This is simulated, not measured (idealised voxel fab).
Herein follows the process module entitled voxel wiring stack.
Cross-section cut: width 250 nm, square cells of 5 nm.
Square cells in a grid make up a cross-section in this document, and the grid is given as bands, listed from the top down, each one or more rows of cells. First you get the band's top height and its bottom height, in nm, and then the materials it's made of, left to right, with each width in nm. If you see a single material with "all across", that one covers the band edge to edge. "air" is empty space. For the purposes of this specification, 0 denotes the height below which the wafer in its as-received condition is composed wholly of one material, and the lowermost band, lacking a lower limit, extends downward without end, as expressed in "0 -> down". Width: "30->40" (first number = top row, second number = bottom row, same change from row to row of cells). "nothing got changed" for a step: no cell of the cross-section changed in that step. In "Unvented cavities" the enclosed voids are listed, meaning empty spaces of 8 cells or larger without any opening to the top. The form is width x height at distance, distance from the left edge, units nm. On a step's line, text after the settings is the simulator commenting on that step. A step line may carry the setting "overlay nm", which, for steps involving a mask, states the distance by which the mask lay to the right of its intended position; negative values denote displacement to the left. From here on the document is pairs. In a pair, the cross-section before one process step comes with the cross-section after it, and the latter goes no deeper than the lowest band that changed. What lies in between, the step and its settings, is written under the pair. A pair may be from a different run of this module on the same starting wafer than the pair above it, so it continues from that pair only where its entry headed "Before the process" says so.
Before the process:
* 150 -> 140 = 20 air, then 15 aC, then 35 air, then 15 aC, then 35 air, then 15 aC, then 35 air, then 15 aC, then 65 air
* 140 -> 135 = 35 aC, then 30 air, then 20 aC, then 30 air, then 20 aC, then 30 air, then 20 aC, then 30 air, then 35 aC
* 135 -> 125 = 20 aC, then 45 SiO2, then 5 aC, then 45 SiO2, then 5 aC, then 45 SiO2, then 5 aC, then 45 SiO2, then 35 aC
* 125 -> 120 = SiO2 all across
* 120 -> 115 = 20 SiO2, then 45 SiN, then 5 SiO2, then 45 SiN, then 5 SiO2, then 45 SiN, then 5 SiO2, then 45 SiN, then 35 SiO2
* 115 -> 110 = 20 SiO2, then 5 SiN, then 35 Ru, then 5 SiN, then 5 SiO2, then 5 SiN, then 35 Ru, then 5 SiN, then 5 SiO2, then 5 SiN, then 35 Ru, then 5 SiN, then 5 SiO2, then 5 SiN, then 35 Ru, then 5 SiN, then 35 SiO2
* 110 -> 105 = 25 SiN, then 35 Ru, then 15 SiN, then 35 Ru, then 15 SiN, then 35 Ru, then 15 SiN, then 35 Ru, then 40 SiN
* 105 -> 95 = 35 lowk, then 15 Ru, then 35 lowk, then 15 Ru, then 35 lowk, then 15 Ru, then 35 lowk, then 15 Ru, then 50 lowk
* 95 -> 90 = 35 SiCN, then 15 Ru, then 35 SiCN, then 15 Ru, then 35 SiCN, then 15 Ru, then 35 SiCN, then 15 Ru, then 50 SiCN
* 90 -> 70 = 35 SiO2, then 5 TiN, then 20 Cu, then 5 TiN, then 20 SiO2, then 5 TiN, then 20 Cu, then 5 TiN, then 20 SiO2, then 5 TiN, then 20 Cu, then 5 TiN, then 20 SiO2, then 5 TiN, then 20 Cu, then 5 TiN, then 35 SiO2
* 70 -> 65 = 35 SiCN, then 30 TiN, then 20 SiCN, then 30 TiN, then 20 SiCN, then 30 TiN, then 20 SiCN, then 30 TiN, then 35 SiCN
* 65 -> 50 = 35 lowk, then 5 TiN, then 5 W, then 5 TiN, then 35 lowk, then 5 TiN, then 5 W, then 5 TiN, then 35 lowk, then 5 TiN, then 5 W, then 5 TiN, then 35 lowk, then 5 TiN, then 5 W, then 5 TiN, then 50 lowk
* 50 -> 45 = 35 SiCN, then 15 TiN, then 35 SiCN, then 15 TiN, then 35 SiCN, then 15 TiN, then 35 SiCN, then 15 TiN, then 50 SiCN
* 45 -> 20 = 35 lowk, then 5 TiN, then 20 Cu, then 5 TiN, then 20 lowk, then 5 TiN, then 20 Cu, then 5 TiN, then 20 lowk, then 5 TiN, then 20 Cu, then 5 TiN, then 20 lowk, then 5 TiN, then 20 Cu, then 5 TiN, then 35 lowk
* 20 -> 15 = 35 SiN, then 30 TiN, then 20 SiN, then 30 TiN, then 20 SiN, then 30 TiN, then 20 SiN, then 30 TiN, then 35 SiN
* 15 -> 0 = SiO2 all across
* 0 -> down = Si all across
* Unvented cavities: none
State After Step:
* 150 -> 140 = 20 air, then 15 aC, then 35 air, then 15 aC, then 35 air, then 15 aC, then 35 air, then 15 aC, then 65 air
* 140 -> 135 = 35 aC, then 30 air, then 20 aC, then 30 air, then 20 aC, then 30 air, then 20 aC, then 30 air, then 35 aC
* 135 -> 125 = 20 aC, then 15 SiO2, then 30 air, then 5 aC, then 15 SiO2, then 30 air, then 5 aC, then 15 SiO2, then 30 air, then 5 aC, then 15 SiO2, then 30 air, then 35 aC
* 125 -> 120 = 35 SiO2, then 30 air, then 20 SiO2, then 30 air, then 20 SiO2, then 30 air, then 20 SiO2, then 30 air, then 35 SiO2
* Under 120: no change, same as before.
* Unvented cavities: none
Looking at the two cross-sections above, the step in the middle is DIRECTIONAL_ETCH | etch materials SiO2 | depth nm 15
Before the process: The pre-step condition corresponds to the post-step cross-section depicted in the pair directly above.
State After Step:
* 150 -> 140 = 20 air, then 15 aC, then 35 air, then 15 aC, then 35 air, then 15 aC, then 35 air, then 15 aC, then 65 air
* 140 -> 135 = 35 aC, then 30 air, then 20 aC, then 30 air, then 20 aC, then 30 air, then 20 aC, then 30 air, then 35 aC
* 135 -> 125 = 20 aC, then 15 SiO2, then 30 air, then 5 aC, then 15 SiO2, then 30 air, then 5 aC, then 15 SiO2, then 30 air, then 5 aC, then 15 SiO2, then 30 air, then 35 aC
* 125 -> 120 = 35 SiO2, then 30 air, then 20 SiO2, then 30 air, then 20 SiO2, then 30 air, then 20 SiO2, then 30 air, then 35 SiO2
* 120 -> 115 = 20 SiO2, then 15 SiN, then 30 air, then 5 SiO2, then 15 SiN, then 30 air, then 5 SiO2, then 15 SiN, then 30 air, then 5 SiO2, then 15 SiN, then 30 air, then 35 SiO2
* Under 115: no change, same as before.
* Unvented cavities: none
Looking at the two cross-sections above, the step in the middle is DIRECTIONAL_ETCH | etch materials SiN | depth nm 5
Before the process: The pre-step condition corresponds to the post-step cross-section depicted in the pair directly above.
State After Step:
* 135 -> 125 = 20 air, then 15 SiO2, then 35 air, then 15 SiO2, then 35 air, then 15 SiO2, then 35 air, then 15 SiO2, then 65 air
* Under 125: no change, same as before.
* Unvented cavities: none
Looking at the two cross-sections above, the step in the middle is STRIP | etch materials aC
Before the process: The pre-step condition corresponds to the post-step cross-section depicted in the pair directly above.
State After Step:
* 140 -> 135 = 15 air, then 25 TiN, then 25 air, then 25 TiN, then 25 air, then 25 TiN, then 25 air, then 25 TiN, then 60 air
* 135 -> 130 = 15 air, then 5 TiN, then 15 SiO2, then 5 TiN, then 25 air, then 5 TiN, then 15 SiO2, then 5 TiN, then 25 air, then 5 TiN, then 15 SiO2, then 5 TiN, then 25 air, then 5 TiN, then 15 SiO2, then 5 TiN, then 60 air
* 130 -> 125 = 20 TiN, then 15 SiO2, then 5 TiN, then 20 air, then 10 TiN, then 15 SiO2, then 5 TiN, then 20 air, then 10 TiN, then 15 SiO2, then 5 TiN, then 20 air, then 10 TiN, then 15 SiO2, then 5 TiN, then 20 air, then 40 TiN
* 125 -> 120 = 35 SiO2, then 5 TiN, then 20 air, then 5 TiN, then 20 SiO2, then 5 TiN, then 20 air, then 5 TiN, then 20 SiO2, then 5 TiN, then 20 air, then 5 TiN, then 20 SiO2, then 5 TiN, then 20 air, then 5 TiN, then 35 SiO2
* 120 -> 115 = 20 SiO2, then 15 SiN, then 30 TiN, then 5 SiO2, then 15 SiN, then 30 TiN, then 5 SiO2, then 15 SiN, then 30 TiN, then 5 SiO2, then 15 SiN, then 30 TiN, then 35 SiO2
* Under 115: no change, same as before.
* Unvented cavities: none
Looking at the two cross-sections above, the step in the middle is CONFORMAL_DEP | material TiN | thk nm 5
Before the process: The pre-step condition corresponds to the post-step cross-section depicted in the pair directly above.
State After Step:
* 145 -> 140 = Cu all across
* 140 -> 135 = 15 Cu, then 25 TiN, then 25 Cu, then 25 TiN, then 25 Cu, then 25 TiN, then 25 Cu, then 25 TiN, then 60 Cu
* 135 -> 130 = 15 Cu, then 5 TiN, then 15 SiO2, then 5 TiN, then 25 Cu, then 5 TiN, then 15 SiO2, then 5 TiN, then 25 Cu, then 5 TiN, then 15 SiO2, then 5 TiN, then 25 Cu, then 5 TiN, then 15 SiO2, then 5 TiN, then 60 Cu
* 130 -> 125 = 20 TiN, then 15 SiO2, then 5 TiN, then 20 Cu, then 10 TiN, then 15 SiO2, then 5 TiN, then 20 Cu, then 10 TiN, then 15 SiO2, then 5 TiN, then 20 Cu, then 10 TiN, then 15 SiO2, then 5 TiN, then 20 Cu, then 40 TiN
* 125 -> 120 = 35 SiO2, then 5 TiN, then 20 Cu, then 5 TiN, then 20 SiO2, then 5 TiN, then 20 Cu, then 5 TiN, then 20 SiO2, then 5 TiN, then 20 Cu, then 5 TiN, then 20 SiO2, then 5 TiN, then 20 Cu, then 5 TiN, then 35 SiO2
* Under 120: no change, same as before.
* Unvented cavities: none
Looking at the two cross-sections above, the step in the middle is FILL_DEP | material Cu | thk nm 5
Before the process: The pre-step condition corresponds to the post-step cross-section depicted in the pair directly above.
State After Step:
* 125 -> 120 = 35 SiO2, then 5 TiN, then 20 Cu, then 5 TiN, then 20 SiO2, then 5 TiN, then 20 Cu, then 5 TiN, then 20 SiO2, then 5 TiN, then 20 Cu, then 5 TiN, then 20 SiO2, then 5 TiN, then 20 Cu, then 5 TiN, then 35 SiO2
* Under 120: no change, same as before.
* Unvented cavities: none
Looking at the two cross-sections above, the step in the middle is CMP | height nm 125
Before the process: The pre-step condition corresponds to the post-step cross-section depicted in the pair directly above.
State After Step:
* 130 -> 125 = 30 air, then 40 Ru, then 10 air, then 40 Ru, then 10 air, then 40 Ru, then 10 air, then 40 Ru, then 30 air
* Under 125: no change, same as before.
* Unvented cavities: none
Looking at the two cross-sections above, the step in the middle is EPI | material Ru | thk nm 5
Before the process: The pre-step condition corresponds to the post-step cross-section depicted in the pair directly above.
State After Step:
* 135 -> 130 = SiCN all across
* 130 -> 125 = 30 SiCN, then 40 Ru, then 10 SiCN, then 40 Ru, then 10 SiCN, then 40 Ru, then 10 SiCN, then 40 Ru, then 30 SiCN
* Under 125: no change, same as before.
* Unvented cavities: none
Looking at the two cross-sections above, the step in the middle is FILL_DEP | material SiCN | thk nm 5
Before the process:
* 45 -> 20 = 35 lowk, then 5 TiN, then 20 Cu, then 5 TiN, then 20 lowk, then 5 TiN, then 20 Cu, then 5 TiN, then 20 lowk, then 5 TiN, then 20 Cu, then 5 TiN, then 20 lowk, then 5 TiN, then 20 Cu, then 5 TiN, then 35 lowk
* 20 -> 15 = 35 SiN, then 30 TiN, then 20 SiN, then 30 TiN, then 20 SiN, then 30 TiN, then 20 SiN, then 30 TiN, then 35 SiN
* 15 -> 0 = SiO2 all across
* 0 -> down = Si all across
* Unvented cavities: none
State After Step:
* 60 -> 45 = lowk all across
* Under 45: no change, same as before.
* Unvented cavities: none
Looking at the two cross-sections above, the step in the middle is DIRECTIONAL_DEP | material lowk | thk nm 15
Before the process: The pre-step condition corresponds to the post-step cross-section depicted in the pair directly above.
State After Step:
* 65 -> 60 = SiCN all across
* Under 60: no change, same as before.
* Unvented cavities: none
Looking at the two cross-sections above, the step in the middle is CONFORMAL_DEP | material SiCN | thk nm 5
Before the process: The pre-step condition corresponds to the post-step cross-section depicted in the pair directly above.
State After Step:
* 80 -> 65 = aC all across
* Under 65: no change, same as before.
* Unvented cavities: none
Looking at the two cross-sections above, the step in the middle is DIRECTIONAL_DEP | material aC | thk nm 15
Before the process: The pre-step condition corresponds to the post-step cross-section depicted in the pair directly above.
State After Step:
* 110 -> 80 = 35 resist, then 15 air, then 35 resist, then 15 air, then 35 resist, then 15 air, then 35 resist, then 15 air, then 50 resist
* Under 80: no change, same as before.
* Unvented cavities: none
Looking at the two cross-sections above, the step in the middle is PATTERN | tone open | mask id PLUG_1 | material resist | width nm 15 | pitch nm 50 | thk nm 30 | overlay nm 0
Before the process: The pre-step condition corresponds to the post-step cross-section depicted in the pair directly above.
State After Step:
* 95 -> 80 = 35 resist, then 15 air, then 35 resist, then 15 air, then 35 resist, then 15 air, then 35 resist, then 15 air, then 50 resist
* 80 -> 65 = 35 aC, then 15 air, then 35 aC, then 15 air, then 35 aC, then 15 air, then 35 aC, then 15 air, then 50 aC
* Under 65: no change, same as before.
* Unvented cavities: none
Looking at the two cross-sections above, the step in the middle is DIRECTIONAL_ETCH | etch materials aC | depth nm 15
Before the process: The pre-step condition corresponds to the post-step cross-section depicted in the pair directly above.
State After Step:
* 80 -> 65 = 35 aC, then 15 air, then 35 aC, then 15 air, then 35 aC, then 15 air, then 35 aC, then 15 air, then 50 aC
* Under 65: no change, same as before.
* Unvented cavities: none
Looking at the two cross-sections above, the step in the middle is STRIP | etch materials resist
Before the process: The pre-step condition corresponds to the post-step cross-section depicted in the pair directly above.
State After Step:
* 80 -> 65 = 35 aC, then 15 air, then 35 aC, then 15 air, then 35 aC, then 15 air, then 35 aC, then 15 air, then 50 aC
* 65 -> 60 = 35 SiCN, then 15 air, then 35 SiCN, then 15 air, then 35 SiCN, then 15 air, then 35 SiCN, then 15 air, then 50 SiCN
* Under 60: no change, same as before.
* Unvented cavities: none
Looking at the two cross-sections above, the step in the middle is DIRECTIONAL_ETCH | etch materials SiCN | depth nm 5
Before the process: The pre-step condition corresponds to the post-step cross-section depicted in the pair directly above.
State After Step:
* 65 -> 60 = 35 SiCN, then 15 air, then 35 SiCN, then 15 air, then 35 SiCN, then 15 air, then 35 SiCN, then 15 air, then 50 SiCN
* Under 60: no change, same as before.
* Unvented cavities: none
Looking at the two cross-sections above, the step in the middle is STRIP | etch materials aC
Before the process: The pre-step condition corresponds to the post-step cross-section depicted in the pair directly above.
State After Step:
* 70 -> 65 = 40 TiN, then 5 air, then 45 TiN, then 5 air, then 45 TiN, then 5 air, then 45 TiN, then 5 air, then 55 TiN
* 65 -> 60 = 35 SiCN, then 15 TiN, then 35 SiCN, then 15 TiN, then 35 SiCN, then 15 TiN, then 35 SiCN, then 15 TiN, then 50 SiCN
* Under 60: no change, same as before.
* Unvented cavities: none
Looking at the two cross-sections above, the step in the middle is CONFORMAL_DEP | material TiN | thk nm 5
Before the process: The pre-step condition corresponds to the post-step cross-section depicted in the pair directly above.
State After Step:
* 80 -> 70 = W all across
* 70 -> 65 = 40 TiN, then 5 W, then 45 TiN, then 5 W, then 45 TiN, then 5 W, then 45 TiN, then 5 W, then 55 TiN
* Under 65: no change, same as before.
* Unvented cavities: none
Looking at the two cross-sections above, the step in the middle is FILL_DEP | material W | thk nm 10
Before the process: The pre-step condition corresponds to the post-step cross-section depicted in the pair directly above.
State After Step:
* 65 -> 60 = 35 SiCN, then 15 TiN, then 35 SiCN, then 15 TiN, then 35 SiCN, then 15 TiN, then 35 SiCN, then 15 TiN, then 50 SiCN
* Under 60: no change, same as before.
* Unvented cavities: none
Looking at the two cross-sections above, the step in the middle is CMP | height nm 65
Before the process: The pre-step condition corresponds to the post-step cross-section depicted in the pair directly above.
State After Step:
* 70 -> 65 = SiCN all across
* Under 65: no change, same as before.
* Unvented cavities: none
Looking at the two cross-sections above, the step in the middle is CONFORMAL_DEP | material SiCN | thk nm 5
Before the process: The pre-step condition corresponds to the post-step cross-section depicted in the pair directly above.
State After Step:
* 90 -> 70 = SiO2 all across
* Under 70: no change, same as before.
* Unvented cavities: none
Looking at the two cross-sections above, the step in the middle is DIRECTIONAL_DEP | material SiO2 | thk nm 20
Before the process: The pre-step condition corresponds to the post-step cross-section depicted in the pair directly above.
State After Step:
* 105 -> 90 = aC all across
* Under 90: no change, same as before.
* Unvented cavities: none
Looking at the two cross-sections above, the step in the middle is DIRECTIONAL_DEP | material aC | thk nm 15
Before the process: The pre-step condition corresponds to the post-step cross-section depicted in the pair directly above.
State After Step:
* 140 -> 105 = 35 resist, then 30 air, then 20 resist, then 30 air, then 20 resist, then 30 air, then 20 resist, then 30 air, then 35 resist
* Under 105: no change, same as before.
* Unvented cavities: none
Looking at the two cross-sections above, the step in the middle is PATTERN | tone open | mask id METAL_2 | material resist | width nm 30 | pitch nm 50 | thk nm 35 | overlay nm 0
Before the process: The pre-step condition corresponds to the post-step cross-section depicted in the pair directly above.
State After Step:
* 125 -> 105 = 35 resist, then 30 air, then 20 resist, then 30 air, then 20 resist, then 30 air, then 20 resist, then 30 air, then 35 resist
* 105 -> 90 = 35 aC, then 30 air, then 20 aC, then 30 air, then 20 aC, then 30 air, then 20 aC, then 30 air, then 35 aC
* Under 90: no change, same as before.
* Unvented cavities: none
Looking at the two cross-sections above, the step in the middle is DIRECTIONAL_ETCH | etch materials aC | depth nm 15
Before the process: The pre-step condition corresponds to the post-step cross-section depicted in the pair directly above.
State After Step:
* 105 -> 90 = 35 aC, then 30 air, then 20 aC, then 30 air, then 20 aC, then 30 air, then 20 aC, then 30 air, then 35 aC
* Under 90: no change, same as before.
* Unvented cavities: none
Looking at the two cross-sections above, the step in the middle is STRIP | etch materials resist
Before the process: The pre-step condition corresponds to the post-step cross-section depicted in the pair directly above.
State After Step:
* 105 -> 90 = 35 aC, then 30 air, then 20 aC, then 30 air, then 20 aC, then 30 air, then 20 aC, then 30 air, then 35 aC
* 90 -> 70 = 35 SiO2, then 30 air, then 20 SiO2, then 30 air, then 20 SiO2, then 30 air, then 20 SiO2, then 30 air, then 35 SiO2
* Under 70: no change, same as before.
* Unvented cavities: none
Looking at the two cross-sections above, the step in the middle is DIRECTIONAL_ETCH | etch materials SiO2 | depth nm 20
Before the process: The pre-step condition corresponds to the post-step cross-section depicted in the pair directly above.
State After Step:
* 105 -> 90 = 35 aC, then 30 air, then 20 aC, then 30 air, then 20 aC, then 30 air, then 20 aC, then 30 air, then 35 aC
* 90 -> 70 = 35 SiO2, then 30 air, then 20 SiO2, then 30 air, then 20 SiO2, then 30 air, then 20 SiO2, then 30 air, then 35 SiO2
* 70 -> 65 = 35 SiCN, then 30 air, then 20 SiCN, then 30 air, then 20 SiCN, then 30 air, then 20 SiCN, then 30 air, then 35 SiCN
* Under 65: no change, same as before.
* Unvented cavities: none
Looking at the two cross-sections above, the step in the middle is DIRECTIONAL_ETCH | etch materials SiCN | depth nm 5
Before the process: The pre-step condition corresponds to the post-step cross-section depicted in the pair directly above.
State After Step:
* 90 -> 70 = 35 SiO2, then 30 air, then 20 SiO2, then 30 air, then 20 SiO2, then 30 air, then 20 SiO2, then 30 air, then 35 SiO2
* Under 70: no change, same as before.
* Unvented cavities: none
Looking at the two cross-sections above, the step in the middle is STRIP | etch materials aC
Before the process: The pre-step condition corresponds to the post-step cross-section depicted in the pair directly above.
State After Step:
* 95 -> 90 = 40 TiN, then 20 air, then 30 TiN, then 20 air, then 30 TiN, then 20 air, then 30 TiN, then 20 air, then 40 TiN
* 90 -> 70 = 35 SiO2, then 5 TiN, then 20 air, then 5 TiN, then 20 SiO2, then 5 TiN, then 20 air, then 5 TiN, then 20 SiO2, then 5 TiN, then 20 air, then 5 TiN, then 20 SiO2, then 5 TiN, then 20 air, then 5 TiN, then 35 SiO2
* 70 -> 60 = 35 SiCN, then 30->15 TiN, then 20->35 SiCN, then 30->15 TiN, then 20->35 SiCN, then 30->15 TiN, then 20->35 SiCN, then 30->15 TiN, then 35->50 SiCN
* Under 60: no change, same as before.
* Unvented cavities: none
Looking at the two cross-sections above, the step in the middle is CONFORMAL_DEP | material TiN | thk nm 5
Before the process: The pre-step condition corresponds to the post-step cross-section depicted in the pair directly above.
State After Step:
* 100 -> 95 = Cu all across
* 95 -> 90 = 40 TiN, then 20 Cu, then 30 TiN, then 20 Cu, then 30 TiN, then 20 Cu, then 30 TiN, then 20 Cu, then 40 TiN
* 90 -> 70 = 35 SiO2, then 5 TiN, then 20 Cu, then 5 TiN, then 20 SiO2, then 5 TiN, then 20 Cu, then 5 TiN, then 20 SiO2, then 5 TiN, then 20 Cu, then 5 TiN, then 20 SiO2, then 5 TiN, then 20 Cu, then 5 TiN, then 35 SiO2
* Under 70: no change, same as before.
* Unvented cavities: none
Looking at the two cross-sections above, the step in the middle is FILL_DEP | material Cu | thk nm 5
Before the process: The pre-step condition corresponds to the post-step cross-section depicted in the pair directly above.
State After Step:
* 90 -> 70 = 35 SiO2, then 5 TiN, then 20 Cu, then 5 TiN, then 20 SiO2, then 5 TiN, then 20 Cu, then 5 TiN, then 20 SiO2, then 5 TiN, then 20 Cu, then 5 TiN, then 20 SiO2, then 5 TiN, then 20 Cu, then 5 TiN, then 35 SiO2
* Under 70: no change, same as before.
* Unvented cavities: none
Looking at the two cross-sections above, the step in the middle is CMP | height nm 90
Before the process: The pre-step condition corresponds to the post-step cross-section depicted in the pair directly above.
State After Step:
* 95 -> 90 = SiCN all across
* Under 90: no change, same as before.
* Unvented cavities: none
Looking at the two cross-sections above, the step in the middle is CONFORMAL_DEP | material SiCN | thk nm 5
Before the process: The pre-step condition corresponds to the post-step cross-section depicted in the pair directly above.
State After Step:
* 105 -> 95 = lowk all across
* Under 95: no change, same as before.
* Unvented cavities: none
Looking at the two cross-sections above, the step in the middle is DIRECTIONAL_DEP | material lowk | thk nm 10
Before the process: The pre-step condition corresponds to the post-step cross-section depicted in the pair directly above.
State After Step:
* 115 -> 105 = aC all across
* Under 105: no change, same as before.
* Unvented cavities: none
Looking at the two cross-sections above, the step in the middle is DIRECTIONAL_DEP | material aC | thk nm 10
Before the process: The pre-step condition corresponds to the post-step cross-section depicted in the pair directly above.
State After Step:
* 140 -> 115 = 35 resist, then 15 air, then 35 resist, then 15 air, then 35 resist, then 15 air, then 35 resist, then 15 air, then 50 resist
* Under 115: no change, same as before.
* Unvented cavities: none
Looking at the two cross-sections above, the step in the middle is PATTERN | tone open | mask id PLUG_2 | material resist | width nm 15 | pitch nm 50 | thk nm 25 | overlay nm 0
Before the process: The pre-step condition corresponds to the post-step cross-section depicted in the pair directly above.
State After Step:
* 130 -> 115 = 35 resist, then 15 air, then 35 resist, then 15 air, then 35 resist, then 15 air, then 35 resist, then 15 air, then 50 resist
* 115 -> 105 = 35 aC, then 15 air, then 35 aC, then 15 air, then 35 aC, then 15 air, then 35 aC, then 15 air, then 50 aC
* Under 105: no change, same as before.
* Unvented cavities: none
Looking at the two cross-sections above, the step in the middle is DIRECTIONAL_ETCH | etch materials aC | depth nm 10
Before the process: The pre-step condition corresponds to the post-step cross-section depicted in the pair directly above.
State After Step:
* 115 -> 105 = 35 aC, then 15 air, then 35 aC, then 15 air, then 35 aC, then 15 air, then 35 aC, then 15 air, then 50 aC
* Under 105: no change, same as before.
* Unvented cavities: none
Looking at the two cross-sections above, the step in the middle is STRIP | etch materials resist
Before the process: The pre-step condition corresponds to the post-step cross-section depicted in the pair directly above.
State After Step:
* 115 -> 105 = 35 aC, then 15 air, then 35 aC, then 15 air, then 35 aC, then 15 air, then 35 aC, then 15 air, then 50 aC
* 105 -> 95 = 35 lowk, then 15 air, then 35 lowk, then 15 air, then 35 lowk, then 15 air, then 35 lowk, then 15 air, then 50 lowk
* Under 95: no change, same as before.
* Unvented cavities: none
Looking at the two cross-sections above, the step in the middle is DIRECTIONAL_ETCH | etch materials lowk | depth nm 10
Before the process: The pre-step condition corresponds to the post-step cross-section depicted in the pair directly above.
State After Step:
* 115 -> 105 = 35 aC, then 15 air, then 35 aC, then 15 air, then 35 aC, then 15 air, then 35 aC, then 15 air, then 50 aC
* 105 -> 95 = 35 lowk, then 15 air, then 35 lowk, then 15 air, then 35 lowk, then 15 air, then 35 lowk, then 15 air, then 50 lowk
* 95 -> 90 = 35 SiCN, then 15 air, then 35 SiCN, then 15 air, then 35 SiCN, then 15 air, then 35 SiCN, then 15 air, then 50 SiCN
* Under 90: no change, same as before.
* Unvented cavities: none
Looking at the two cross-sections above, the step in the middle is DIRECTIONAL_ETCH | etch materials SiCN | depth nm 5
Before the process: The pre-step condition corresponds to the post-step cross-section depicted in the pair directly above.
State After Step:
* 105 -> 95 = 35 lowk, then 15 air, then 35 lowk, then 15 air, then 35 lowk, then 15 air, then 35 lowk, then 15 air, then 50 lowk
* Under 95: no change, same as before.
* Unvented cavities: none
Looking at the two cross-sections above, the step in the middle is STRIP | etch materials aC
Before the process: The pre-step condition corresponds to the post-step cross-section depicted in the pair directly above.
State After Step:
* 105 -> 100 = 35 lowk, then 15 air, then 35 lowk, then 15 air, then 35 lowk, then 15 air, then 35 lowk, then 15 air, then 50 lowk
* 100 -> 95 = 35 lowk, then 15 Ru, then 35 lowk, then 15 Ru, then 35 lowk, then 15 Ru, then 35 lowk, then 15 Ru, then 50 lowk
* 95 -> 90 = 35 SiCN, then 15 Ru, then 35 SiCN, then 15 Ru, then 35 SiCN, then 15 Ru, then 35 SiCN, then 15 Ru, then 50 SiCN
* Under 90: no change, same as before.
* Unvented cavities: none
Looking at the two cross-sections above, the step in the middle is EPI | material Ru | thk nm 10
Before the process: The pre-step condition corresponds to the post-step cross-section depicted in the pair directly above.
State After Step:
* 105 -> 95 = 35 lowk, then 15 Ru, then 35 lowk, then 15 Ru, then 35 lowk, then 15 Ru, then 35 lowk, then 15 Ru, then 50 lowk
* Under 95: no change, same as before.
* Unvented cavities: none
Looking at the two cross-sections above, the step in the middle is EPI | material Ru | thk nm 5
Before the process: The pre-step condition corresponds to the post-step cross-section depicted in the pair directly above.
State After Step:
* 110 -> 105 = SiN all across
* Under 105: no change, same as before.
* Unvented cavities: none
Looking at the two cross-sections above, the step in the middle is CONFORMAL_DEP | material SiN | thk nm 5
Before the process: The pre-step condition corresponds to the post-step cross-section depicted in the pair directly above.
State After Step:
* 125 -> 110 = SiO2 all across
* Under 110: no change, same as before.
* Unvented cavities: none
Looking at the two cross-sections above, the step in the middle is DIRECTIONAL_DEP | material SiO2 | thk nm 15
Before the process: The pre-step condition corresponds to the post-step cross-section depicted in the pair directly above.
State After Step:
* 140 -> 125 = aC all across
* Under 125: no change, same as before.
* Unvented cavities: none
Looking at the two cross-sections above, the step in the middle is DIRECTIONAL_DEP | material aC | thk nm 15
Before the process: The pre-step condition corresponds to the post-step cross-section depicted in the pair directly above.
State After Step:
* 175 -> 140 = 35 resist, then 30 air, then 20 resist, then 30 air, then 20 resist, then 30 air, then 20 resist, then 30 air, then 35 resist
* Under 140: no change, same as before.
* Unvented cavities: none
Looking at the two cross-sections above, the step in the middle is PATTERN | tone open | mask id METAL_3 | material resist | width nm 30 | pitch nm 50 | thk nm 35 | overlay nm 0
Before the process: The pre-step condition corresponds to the post-step cross-section depicted in the pair directly above.
State After Step:
* 160 -> 140 = 35 resist, then 30 air, then 20 resist, then 30 air, then 20 resist, then 30 air, then 20 resist, then 30 air, then 35 resist
* 140 -> 125 = 35 aC, then 30 air, then 20 aC, then 30 air, then 20 aC, then 30 air, then 20 aC, then 30 air, then 35 aC
* Under 125: no change, same as before.
* Unvented cavities: none
Looking at the two cross-sections above, the step in the middle is DIRECTIONAL_ETCH | etch materials aC | depth nm 15
Before the process: The pre-step condition corresponds to the post-step cross-section depicted in the pair directly above.
State After Step:
* 140 -> 125 = 35 aC, then 30 air, then 20 aC, then 30 air, then 20 aC, then 30 air, then 20 aC, then 30 air, then 35 aC
* Under 125: no change, same as before.
* Unvented cavities: none
Looking at the two cross-sections above, the step in the middle is STRIP | etch materials resist
Before the process: The pre-step condition corresponds to the post-step cross-section depicted in the pair directly above.
State After Step:
* 140 -> 125 = 35 aC, then 30 air, then 20 aC, then 30 air, then 20 aC, then 30 air, then 20 aC, then 30 air, then 35 aC
* 125 -> 110 = 35 SiO2, then 30 air, then 20 SiO2, then 30 air, then 20 SiO2, then 30 air, then 20 SiO2, then 30 air, then 35 SiO2
* Under 110: no change, same as before.
* Unvented cavities: none
Looking at the two cross-sections above, the step in the middle is DIRECTIONAL_ETCH | etch materials SiO2 | depth nm 15
Before the process: The pre-step condition corresponds to the post-step cross-section depicted in the pair directly above.
State After Step:
* 140 -> 125 = 35 aC, then 30 air, then 20 aC, then 30 air, then 20 aC, then 30 air, then 20 aC, then 30 air, then 35 aC
* 125 -> 110 = 35 SiO2, then 30 air, then 20 SiO2, then 30 air, then 20 SiO2, then 30 air, then 20 SiO2, then 30 air, then 35 SiO2
* 110 -> 105 = 35 SiN, then 30 air, then 20 SiN, then 30 air, then 20 SiN, then 30 air, then 20 SiN, then 30 air, then 35 SiN
* Under 105: no change, same as before.
* Unvented cavities: none
Looking at the two cross-sections above, the step in the middle is DIRECTIONAL_ETCH | etch materials SiN | depth nm 5
Before the process: The pre-step condition corresponds to the post-step cross-section depicted in the pair directly above.
State After Step:
* 125 -> 110 = 35 SiO2, then 30 air, then 20 SiO2, then 30 air, then 20 SiO2, then 30 air, then 20 SiO2, then 30 air, then 35 SiO2
* Under 110: no change, same as before.
* Unvented cavities: none
Looking at the two cross-sections above, the step in the middle is STRIP | etch materials aC
Before the process: The pre-step condition corresponds to the post-step cross-section depicted in the pair directly above.
State After Step:
* 130 -> 125 = 40 TiN, then 20 air, then 30 TiN, then 20 air, then 30 TiN, then 20 air, then 30 TiN, then 20 air, then 40 TiN
* 125 -> 110 = 35 SiO2, then 5 TiN, then 20 air, then 5 TiN, then 20 SiO2, then 5 TiN, then 20 air, then 5 TiN, then 20 SiO2, then 5 TiN, then 20 air, then 5 TiN, then 20 SiO2, then 5 TiN, then 20 air, then 5 TiN, then 35 SiO2
* 110 -> 105 = 35 SiN, then 30 TiN, then 20 SiN, then 30 TiN, then 20 SiN, then 30 TiN, then 20 SiN, then 30 TiN, then 35 SiN
* Under 105: no change, same as before.
* Unvented cavities: none
Looking at the two cross-sections above, the step in the middle is CONFORMAL_DEP | material TiN | thk nm 5
Before the process: The pre-step condition corresponds to the post-step cross-section depicted in the pair directly above.
State After Step:
* 135 -> 130 = Cu all across
* 130 -> 125 = 40 TiN, then 20 Cu, then 30 TiN, then 20 Cu, then 30 TiN, then 20 Cu, then 30 TiN, then 20 Cu, then 40 TiN
* 125 -> 110 = 35 SiO2, then 5 TiN, then 20 Cu, then 5 TiN, then 20 SiO2, then 5 TiN, then 20 Cu, then 5 TiN, then 20 SiO2, then 5 TiN, then 20 Cu, then 5 TiN, then 20 SiO2, then 5 TiN, then 20 Cu, then 5 TiN, then 35 SiO2
* Under 110: no change, same as before.
* Unvented cavities: none
Looking at the two cross-sections above, the step in the middle is FILL_DEP | material Cu | thk nm 5
